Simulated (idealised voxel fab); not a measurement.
Presented below is a process module, voxel ribs on slabs.
Xsec cut, 285 nm wide, square cell size 5 nm.
Think of the cross-section as a grid of square cells. We describe it in bands, top to bottom, and each band covers one or more rows of those cells.
Each band's line starts with the height of the band's top and of its bottom, in nm. Then come its materials from left to right, each with its width in nm. One material with "full width" fills the band from edge to edge. "air" is empty space.
Heights from 0 (as-received wafer is one material below). Bottom band endless downward, as "0 nm and below".
You'd read "30 to 40" like this: the band's top row of cells is as wide as the first number, its bottom row is as wide as the second, and going down, every row changes width by the same amount as the row before did.
It should be understood that the words "no modification", when stated for a given step, signify that the cross-section underwent no change in any of its cells during that step.
The list in "Cavities, closed" covers empty spaces of 8 cells or more that cannot reach the top through any open way, and it gives each as width x height at distance; the distance is from the left edge, and width, height and distance are in nm.
If you see something after the settings on a step's line, that's the simulator's own remark about that step.
Steps that use a mask can have "overlay nm" on their line. It says how far the mask sat to the right of where it was meant to be. Negative means to the left.

## Process steps - plan
1. RECEIVE: material Si
2. DIRECTIONAL_DEP: material SiO2, thk nm 30
3. DIRECTIONAL_DEP: material SiN, thk nm 20
4. DIRECTIONAL_DEP: material aC, thk nm 15
5. PATTERN: tone cover, mask id RIB, material resist, width nm 30, thk nm 30, overlay nm 0
6. DIRECTIONAL_ETCH: etch materials aC, depth nm 15
7. STRIP: etch materials resist
8. DIRECTIONAL_ETCH: etch materials SiN, depth nm 5
9. STRIP: etch materials aC
10. DIRECTIONAL_DEP: material aC, thk nm 15
11. PATTERN: tone cover, mask id SLAB, material resist, width nm 60, thk nm 35, overlay nm 0
12. DIRECTIONAL_ETCH: etch materials aC, depth nm 15
13. STRIP: etch materials resist
14. DIRECTIONAL_ETCH: etch materials SiN, depth nm 15
15. STRIP: etch materials aC
16. FILL_DEP: material SiO2, thk nm 25
17. CMP: height nm 65
18. DIRECTIONAL_DEP: material W, thk nm 10
19. PATTERN: tone cover, mask id HEATER, material resist, width nm 40, thk nm 20, overlay nm 0
20. DIRECTIONAL_ETCH: etch materials W, depth nm 10
21. STRIP: etch materials resist
22. CONFORMAL_DEP: material SiN, thk nm 10

## Cross-section of the wafer as it came to us, i.e., already through step 1
  0 nm and below  Si full width
  Cavities, closed: none

## Cross-sectional result after module completion. Note: starting condition and plan are unchanged from above; one processing mistake was made
  85 nm to 75 nm  110 nm air | 60 nm SiN | 115 nm air
  75 nm to 65 nm  120 nm SiN | 40 nm W | 125 nm SiN
  65 nm to 60 nm  110 nm SiO2 | 60 nm SiN | 115 nm SiO2
  60 nm to 0 nm  SiO2 full width
  0 nm and below  Si full width
  Cavities, closed: none
The mistake made against the process plan was this: the plan had its step 2 run twice
